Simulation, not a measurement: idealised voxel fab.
process module | voxel self aligned vias
cross-section cut | 285 nm wide | cells 5 nm
A cross-section is a grid of square cells, given in bands from the top down. A band is one or more rows of cells.
Each band's line starts with the height of the band's top and of its bottom, in nm. Then come its materials from left to right, each with its width in nm. One material with "throughout" fills the band from edge to edge. "air" is empty space.
Height 0 is the level under which the wafer as received is all one material. The lowest band goes on downwards, as in "0 down".
A width such as "30 to 40" changes by the same amount from each row of cells to the next, from the band's top row to its bottom row.
"no change" after a step means that no cell of the cross-section changed.
closed voids: empty space of 8 cells or more with no open way to the top, each as width x height at its distance from the left edge, in nm
after a step's settings: what the simulator itself notes on the step
overlay nm, on a step with a mask: how far to the right of its planned place the mask lay; to the left if negative
plan
1 op RECEIVE | material Si
2 op CONFORMAL_DEP | material SiO2 | thk nm 10
3 op CONFORMAL_DEP | material SiCN | thk nm 5
4 op DIRECTIONAL_DEP | material lowk | thk nm 25
5 op PATTERN | tone open | mask id LINES | material resist | width nm 25 | pitch nm 70 | thk nm 15 | overlay nm 0
6 op DIRECTIONAL_ETCH | etch materials lowk | depth nm 25
7 op STRIP | etch materials resist
8 op CONFORMAL_DEP | material TiN | thk nm 5
9 op FILL_DEP | material Ru | thk nm 10
10 op CMP | height nm 40
11 op SELECTIVE_ETCH | etch materials W Ru TiN | depth nm 5
12 op FILL_DEP | material SiN | thk nm 10
13 op CMP | height nm 40
14 op DIRECTIONAL_DEP | material lowk | thk nm 20
15 op DIRECTIONAL_DEP | material aC | thk nm 15
16 op PATTERN | tone open | mask id VIAS | material resist | width nm 45 | pitch nm 70 | thk nm 30 | overlay nm 0
17 op DIRECTIONAL_ETCH | etch materials aC | depth nm 15
18 op STRIP | etch materials resist
19 op DIRECTIONAL_ETCH | etch materials lowk | depth nm 20
20 op DIRECTIONAL_ETCH | etch materials SiN | depth nm 5
21 op STRIP | etch materials aC
22 op CONFORMAL_DEP | material TiN | thk nm 5
23 op FILL_DEP | material Cu | thk nm 10
24 op CMP | height nm 60
25 op CONFORMAL_DEP | material SiCN | thk nm 5
as received, after step 1
  0 down: Si throughout
  closed voids: none
first wafer at the end, as planned
  65 to 60: SiCN throughout
  60 to 45: lowk 85 | TiN 5 | Cu 35 | TiN 5 | lowk 25 | TiN 5 | Cu 35 | TiN 5 | lowk 85
  45 to 40: lowk 85 | TiN 15 | Cu 15 | TiN 15 | lowk 25 | TiN 15 | Cu 15 | TiN 15 | lowk 85
  40 to 35: lowk 95 | TiN 25 | lowk 45 | TiN 25 | lowk 95
  35 to 20: lowk 95 | TiN 5 | Ru 15 | TiN 5 | lowk 45 | TiN 5 | Ru 15 | TiN 5 | lowk 95
  20 to 15: lowk 95 | TiN 25 | lowk 45 | TiN 25 | lowk 95
  15 to 10: SiCN throughout
  10 to 0: SiO2 throughout
  0 down: Si throughout
  closed voids: none
second wafer at the end: like start, like plan, one mistake
  65 to 60: SiCN throughout
  60 to 45: lowk 80 | TiN 5 | Cu 45 | TiN 5 | lowk 15 | TiN 5 | Cu 45 | TiN 5 | lowk 80
  45 to 40: lowk 80 | TiN 20 | Cu 15 | TiN 20 | lowk 15 | TiN 20 | Cu 15 | TiN 20 | lowk 80
  40 to 35: lowk 95 | TiN 25 | lowk 45 | TiN 25 | lowk 95
  35 to 20: lowk 95 | TiN 5 | Ru 15 | TiN 5 | lowk 45 | TiN 5 | Ru 15 | TiN 5 | lowk 95
  20 to 15: lowk 95 | TiN 25 | lowk 45 | TiN 25 | lowk 95
  15 to 10: SiCN throughout
  10 to 0: SiO2 throughout
  0 down: Si throughout
  closed voids: none
what went wrong: step 16 ran as: op PATTERN | tone open | mask id VIAS | material resist | width nm 55 | pitch nm 70 | thk nm 30 | overlay nm 0
at the end the second wafer has, in cells: 12 more of Cu | 4 more of TiN | 16 fewer of lowk
